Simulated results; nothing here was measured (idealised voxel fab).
Name of the process module below: voxel fin reveal
It is cross-section cut that appears here, measuring 270 nm in width, its square cells being 5 nm in size.
Cross-section format: a grid of square cells, given as bands from top to bottom; each band is one or more rows of cells. Top height, bottom height, nm. Materials left to right, width each, nm. Single material + "all across" = fills band edge to edge. "empty" = empty. Height reference: 0 = level under which incoming wafer is all one material. Lowest band: no bottom, runs on downward, e.g. "0 nm and below". Note: "30..40" means the width goes from the first number (top row of the band) to the second number (bottom row) in equal steps per row of cells. Given "all unchanged" for a step, no cell of the cross-section differs between before and after that step. What "Sealed cavities" gives you is every empty space of 8 cells or more that is cut off from the top. Each appears as width x height at distance, with the distance taken from the left edge and width, height and distance all in nm. Anything after a step's settings on that line? It's the simulator's own note about the step. When a step includes a mask, the "overlay nm" setting on its line states how far to the right of its planned place that mask lay, and negative values state how far to the left.

### The following list gives the planned process steps
1 RECEIVE, material Si
2 CONFORMAL_DEP, material SiN, thk nm 5
3 PATTERN, tone cover, mask id FINS, material resist, width nm 15, pitch nm 40, thk nm 15, overlay nm 0
4 DIRECTIONAL_ETCH, etch materials SiN, depth nm 5
5 DIRECTIONAL_ETCH, etch materials Si, depth nm 40
6 STRIP, etch materials resist
7 OXIDIZE, depth nm 5
8 FILL_DEP, material SiO2, thk nm 10
9 CMP, height nm 5
10 SELECTIVE_ETCH, etch materials SiO2, depth nm 30
11 STRIP, etch materials SiN

### Wafer cross-section on receipt, i.e. after step 1
  0 nm and below | Si all across
  Sealed cavities: none

### Figure: cross-sectional view of the wafer upon completion of the module, processed from the initial state and according to the plan depicted above, with one error introduced during execution
  0 nm to -25 nm | empty=65  Si=5  empty=35  Si=5  empty=35  Si=5  empty=35  Si=5  empty=80
  -25 nm to -45 nm | SiO2=65  Si=5  SiO2=35  Si=5  SiO2=35  Si=5  SiO2=35  Si=5  SiO2=80
  -45 nm and below | Si all across
  Sealed cavities: none
What was the processing mistake? step 3 off recipe, ran as PATTERN, tone cover, mask id FINS, material resist, width nm 15, pitch nm 40, thk nm 15, overlay nm -5
